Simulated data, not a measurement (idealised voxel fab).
The following process module bears the name voxel transistor to metal.
Square cell edge 5 nm, section width 185 nm, ID cut.
Heads up, the way a cross-section reads in here is a grid of square cells, handed over as bands from the top down, with every band being one or more rows of cells. For a band, the entry starts with two heights in nm, that of the top and then that of the bottom, and carries on with the band's materials in order from left to right, each alongside its width in nm; the word "full width" beside a single material means it fills the band edge to edge, and "air" means empty space. Basically, 0 is our baseline, since under it the wafer straight out of the box is all one material. The bottom band has no lower end and keeps on going down, so it looks like "0..down". Think of "30->40" as a width that walks from the first number to the second as you go down the band, top row to bottom row, taking equal-sized steps from row to row. "no modifications" means the step left every cell of the cross-section as it was. "Closed void list" specifies each empty space that is not open to the top and that occupies no fewer than 8 cells, using the form width x height at distance, the distance measured from the left edge and all three quantities in nm. It should be noted that, on the line of a given step, the content following the step's settings is a remark produced by the simulator itself with respect to that step. overlay nm: for a step with a mask, the amount by which the mask lay right of where it was planned; a negative amount means left of it.
### Listed below are the process steps as planned
1) RECEIVE, material Si
2) OXIDIZE, depth nm 5
3) CONFORMAL_DEP, material SiN, thk nm 10
4) MASKED_ETCH, tone cover, mask id ACTIVE, width nm 115, etch materials SiN, depth nm 10, overlay nm 0
5) MASKED_ETCH, tone cover, mask id ACTIVE, width nm 115, etch materials SiO2, depth nm 5, overlay nm 0
6) MASKED_ETCH, tone cover, mask id ACTIVE, width nm 115, etch materials Si, depth nm 20, overlay nm 0
7) OXIDIZE, depth nm 5
8) FILL_DEP, material SiO2, thk nm 10
9) CMP, height nm 10
10) SELECTIVE_ETCH, etch materials SiO2, depth nm 10
11) STRIP, etch materials SiN
12) SELECTIVE_ETCH, etch materials SiO2, depth nm 5
13) OXIDIZE, depth nm 5
14) DIRECTIONAL_DEP, material polySi, thk nm 25
15) DIRECTIONAL_DEP, material SiCN, thk nm 15
16) PATTERN, tone cover, mask id GATE, material resist, width nm 35, thk nm 20, overlay nm 0
17) DIRECTIONAL_ETCH, etch materials SiCN, depth nm 25
18) DIRECTIONAL_ETCH, etch materials polySi, depth nm 35
19) STRIP, etch materials resist
20) CONFORMAL_DEP, material SiN, thk nm 10
21) DIRECTIONAL_ETCH, etch materials SiN, depth nm 10
22) DIRECTIONAL_ETCH, etch materials SiO2, depth nm 5
23) DIRECTIONAL_ETCH, etch materials Si, depth nm 15
24) EPI, material SiGe, thk nm 20
25) FILL_DEP, material SiO2, thk nm 5
26) CMP, height nm 20
27) STRIP, etch materials polySi
28) SELECTIVE_ETCH, etch materials SiO2, depth nm 5
29) CONFORMAL_DEP, material HfO2, thk nm 5
30) CONFORMAL_DEP, material TiN, thk nm 5
31) FILL_DEP, material W, thk nm 10
32) CMP, height nm 15
33) DIRECTIONAL_DEP, material SiO2, thk nm 10
34) PATTERN, tone open, mask id CONTACT, material resist, width nm 20, pitch nm 85, thk nm 20, overlay nm 0
35) DIRECTIONAL_ETCH, etch materials SiO2, depth nm 30
36) STRIP, etch materials resist
37) CONFORMAL_DEP, material TiN, thk nm 5
38) FILL_DEP, material W, thk nm 10
39) CMP, height nm 25
40) DIRECTIONAL_DEP, material TiN, thk nm 5
41) DIRECTIONAL_DEP, material Ru, thk nm 15
42) PATTERN, tone cover, mask id METAL_1, material resist, width nm 20, pitch nm 85, thk nm 15, overlay nm 0
43) DIRECTIONAL_ETCH, etch materials Ru, depth nm 15
44) DIRECTIONAL_ETCH, etch materials TiN, depth nm 5
45) STRIP, etch materials resist
46) CONFORMAL_DEP, material SiCN, thk nm 5
47) FILL_DEP, material lowk, thk nm 5
48) CMP, height nm 45
49) CONFORMAL_DEP, material SiCN, thk nm 5
50) DIRECTIONAL_DEP, material lowk, thk nm 35
51) MASKED_ETCH, tone open, mask id METAL_2_HOLES, width nm 15, pitch nm 85, etch materials lowk, depth nm 35, overlay nm 0
52) PATTERN, tone open, mask id METAL_2, material resist, width nm 20, pitch nm 85, thk nm 15, overlay nm 0
53) DIRECTIONAL_ETCH, etch materials lowk, depth nm 20
54) DIRECTIONAL_ETCH, etch materials SiCN, depth nm 5
55) STRIP, etch materials resist
56) CONFORMAL_DEP, material TiN, thk nm 5
57) FILL_DEP, material Cu, thk nm 5
58) CMP, height nm 85
59) CONFORMAL_DEP, material SiCN, thk nm 5
### Wafer cross-section on receipt, i.e. after step 1
> 0..down  Si full width
> Closed void list: none
### Cross-sectional result after module completion. Note: starting condition and plan are unchanged from above; one processing mistake was made
> 90..85  SiCN full width
> 85..80  SiCN (40)  TiN (20)  SiCN (65)  TiN (20)  SiCN (40)
> 80..45  lowk full width
> 45..30  lowk (35)  SiCN (5)  Ru (20)  SiCN (5)  lowk (55)  SiCN (5)  Ru (20)  SiCN (5)  lowk (35)
> 30..25  SiCN (40)  TiN (20)  SiCN (65)  TiN (20)  SiCN (40)
> 25..15  SiO2 (40)  TiN (5)  W (10)  TiN (5)  SiO2 (65)  TiN (5)  W (10)  TiN (5)  SiO2 (40)
> 15..10  SiO2 (40)  TiN (20)  SiO2 (5)  SiN (10)  HfO2 (5)  TiN (5)  W (15)  TiN (5)  HfO2 (5)  SiN (10)  SiO2 (5)  TiN (20)  SiO2 (40)
> 10..0  SiO2 (40)  TiN (5)  SiGe (20)  SiN (10)  HfO2 (5)  TiN (5)  W (15)  TiN (5)  HfO2 (5)  SiN (10)  SiGe (20)  TiN (5)  SiO2 (40)
> 0..-5  SiO2 (40)  TiN (5)  SiGe (20)  SiN (10)  HfO2 (5)  TiN (25)  HfO2 (5)  SiN (10)  SiGe (20)  TiN (5)  SiO2 (40)
> -5..-10  SiO2 (35)  SiGe (30)  SiO2 (5)  HfO2 (45)  SiO2 (5)  SiGe (30)  SiO2 (35)
> -10..-25  SiO2 (40)  SiGe (25)  Si (55)  SiGe (25)  SiO2 (40)
> -25..-30  SiO2 (40)  Si (105)  SiO2 (40)
> -30..down  Si full width
> Closed void list: none
Diagnosis: the run placed steps 49 and 50 each in the position the plan gave to the other
